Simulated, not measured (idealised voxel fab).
Presented below is a process module, voxel ribs on slabs.
Pictured: cross-section cut, 180 nm wide, on a grid of 5 nm square cells.
Each cross-section below is a grid of square cells, stated as bands in top-down order, with one or more rows of cells making up each band.
The entry gives the band's vertical extent as a top height and a bottom height in nm, then its horizontal make-up as materials from left to right, each with a width in nm. "empty" stands for empty space; a single material marked "full width" fills the band edge to edge.
We count height from 0. Below that, the starting wafer is all one material. The lowest band never ends at the bottom but goes on down; see "0 down" for how that is written.
A two-number width, for instance "30..40", indicates that the width is equal to the first number in the top row of the band and to the second number in the bottom row, and that it changes by a constant amount per row of cells.
You'll sometimes find "no change" written for a step, and that's the way of saying that nowhere in the cross-section did a cell change during that step.
"Entrapped void list": sealed empty spaces, 8 cells or more, no open way to top, listed width x height at distance, with distance from the left edge and width, height and distance in nm.
Read whatever lies past the settings on a step's line as the simulator's own remark about the step.
On any step carrying a mask, the "overlay nm" setting, if present on the step's line, tells how far right of its planned place the mask lay; negative values point to the left.

### Process steps - plan
1,op RECEIVE | material Si
2,op DIRECTIONAL_DEP | material SiO2 | thk nm 30
3,op DIRECTIONAL_DEP | material SiN | thk nm 25
4,op DIRECTIONAL_DEP | material aC | thk nm 15
5,op PATTERN | tone cover | mask id RIB | material resist | width nm 25 | thk nm 35 | overlay nm 0
6,op DIRECTIONAL_ETCH | etch materials aC | depth nm 15
7,op STRIP | etch materials resist
8,op DIRECTIONAL_ETCH | etch materials SiN | depth nm 5
9,op STRIP | etch materials aC
10,op PATTERN | tone cover | mask id SLAB | material resist | width nm 65 | thk nm 15 | overlay nm 0
11,op DIRECTIONAL_ETCH | etch materials SiN | depth nm 20
12,op STRIP | etch materials resist
13,op FILL_DEP | material SiO2 | thk nm 25
14,op CMP | height nm 75
15,op DIRECTIONAL_DEP | material TiN | thk nm 10
16,op MASKED_ETCH | tone cover | mask id HEATER | width nm 35 | etch materials TiN | depth nm 10 | overlay nm 0
17,op CONFORMAL_DEP | material SiN | thk nm 10

### Of two wafers, the first: run according to plan

### Wafer as received: cross-section following step 1
> 0 down: Si full width
> Entrapped void list: none

### Step 2 done - wafer cross-section
> 30 to 0: SiO2 full width
> No changes below 0.

### Step 3 done - wafer cross-section
> 55 to 30: SiN full width
> No changes below 30.

### Step 4 done - wafer cross-section
> 70 to 55: aC full width
> No changes below 55.

### Step 5 done - wafer cross-section
> 105 to 70: 75 empty, then 25 resist, then 80 empty
> No changes below 70.

### Step 6 done - wafer cross-section
> 90 to 70: 75 empty, then 25 resist, then 80 empty
> 70 to 55: 75 empty, then 25 aC, then 80 empty
> No changes below 55.

### Step 7 done - wafer cross-section
> 70 to 55: 75 empty, then 25 aC, then 80 empty
> No changes below 55.

### Step 8 done - wafer cross-section
> 70 to 55: 75 empty, then 25 aC, then 80 empty
> 55 to 50: 75 empty, then 25 SiN, then 80 empty
> No changes below 50.

### Step 9 done - wafer cross-section
> 55 to 50: 75 empty, then 25 SiN, then 80 empty
> No changes below 50.

### Step 10 done - wafer cross-section
> 70 to 55: 55 empty, then 65 resist, then 60 empty
> 55 to 50: 55 empty, then 20 resist, then 25 SiN, then 20 resist, then 60 empty
> No changes below 50.

### Step 11 done - wafer cross-section
> 70 to 55: 55 empty, then 65 resist, then 60 empty
> 55 to 50: 55 empty, then 20 resist, then 25 SiN, then 20 resist, then 60 empty
> 50 to 30: 55 empty, then 65 SiN, then 60 empty
> No changes below 30.

### Step 12 done - wafer cross-section
> 55 to 50: 75 empty, then 25 SiN, then 80 empty
> No changes below 50.

### Step 13 done - wafer cross-section
> 80 to 55: SiO2 full width
> 55 to 50: 75 SiO2, then 25 SiN, then 80 SiO2
> 50 to 30: 55 SiO2, then 65 SiN, then 60 SiO2
> No changes below 30.

### Step 14 done - wafer cross-section
> 75 to 55: SiO2 full width
> No changes below 55.

### Step 15 done - wafer cross-section
> 85 to 75: TiN full width
> No changes below 75.

### Step 16 done - wafer cross-section
> 85 to 75: 70 empty, then 35 TiN, then 75 empty
> No changes below 75.

### Step 17 done - wafer cross-section
> 95 to 85: 60 empty, then 55 SiN, then 65 empty
> 85 to 75: 70 SiN, then 35 TiN, then 75 SiN
> No changes below 75.

### Wafer two: like wafer one in start and plan, but with one mistake in execution; identical up to and including step 4

### Cross-section, second wafer, at the end time the plan gives for step 5
> 105 to 70: 80 empty, then 25 resist, then 75 empty
> No changes below 70.

### Cross-section, second wafer, at the end time the plan gives for step 6
> 90 to 70: 80 empty, then 25 resist, then 75 empty
> 70 to 55: 80 empty, then 25 aC, then 75 empty
> No changes below 55.

### Cross-section, second wafer, at the end time the plan gives for step 7
> 70 to 55: 80 empty, then 25 aC, then 75 empty
> No changes below 55.

### Cross-section, second wafer, at the end time the plan gives for step 8
> 70 to 55: 80 empty, then 25 aC, then 75 empty
> 55 to 50: 80 empty, then 25 SiN, then 75 empty
> No changes below 50.

### Cross-section, second wafer, at the end time the plan gives for step 9
> 55 to 50: 80 empty, then 25 SiN, then 75 empty
> No changes below 50.

### Cross-section, second wafer, at the end time the plan gives for step 10
> 70 to 55: 55 empty, then 65 resist, then 60 empty
> 55 to 50: 55 empty, then 25 resist, then 25 SiN, then 15 resist, then 60 empty
> No changes below 50.

### Cross-section, second wafer, at the end time the plan gives for step 11
> 70 to 55: 55 empty, then 65 resist, then 60 empty
> 55 to 50: 55 empty, then 25 resist, then 25 SiN, then 15 resist, then 60 empty
> 50 to 30: 55 empty, then 65 SiN, then 60 empty
> No changes below 30.

### Cross-section, second wafer, at the end time the plan gives for step 12
> 55 to 50: 80 empty, then 25 SiN, then 75 empty
> No changes below 50.

### Cross-section, second wafer, at the end time the plan gives for step 13
> 80 to 55: SiO2 full width
> 55 to 50: 80 SiO2, then 25 SiN, then 75 SiO2
> 50 to 30: 55 SiO2, then 65 SiN, then 60 SiO2
> No changes below 30.

### Cross-section, second wafer, at the end time the plan gives for step 14
> 75 to 55: SiO2 full width
> No changes below 55.

### Cross-section, second wafer, at the end time the plan gives for step 15
> 85 to 75: TiN full width
> No changes below 75.

### Cross-section, second wafer, at the end time the plan gives for step 16
> 85 to 75: 70 empty, then 35 TiN, then 75 empty
> No changes below 75.

### Cross-section, second wafer, at the end time the plan gives for step 17
> 95 to 85: 60 empty, then 55 SiN, then 65 empty
> 85 to 75: 70 SiN, then 35 TiN, then 75 SiN
> No changes below 75.
It is concluded that the wafer was processed incorrectly with respect to the plan, in that note that step 5 departed from the planned setting and was carried out as op PATTERN | tone cover | mask id RIB | material resist | width nm 25 | thk nm 35 | overlay nm 5
Heads up: at the end the two wafers have identical cell counts per material, they're just laid out differently.
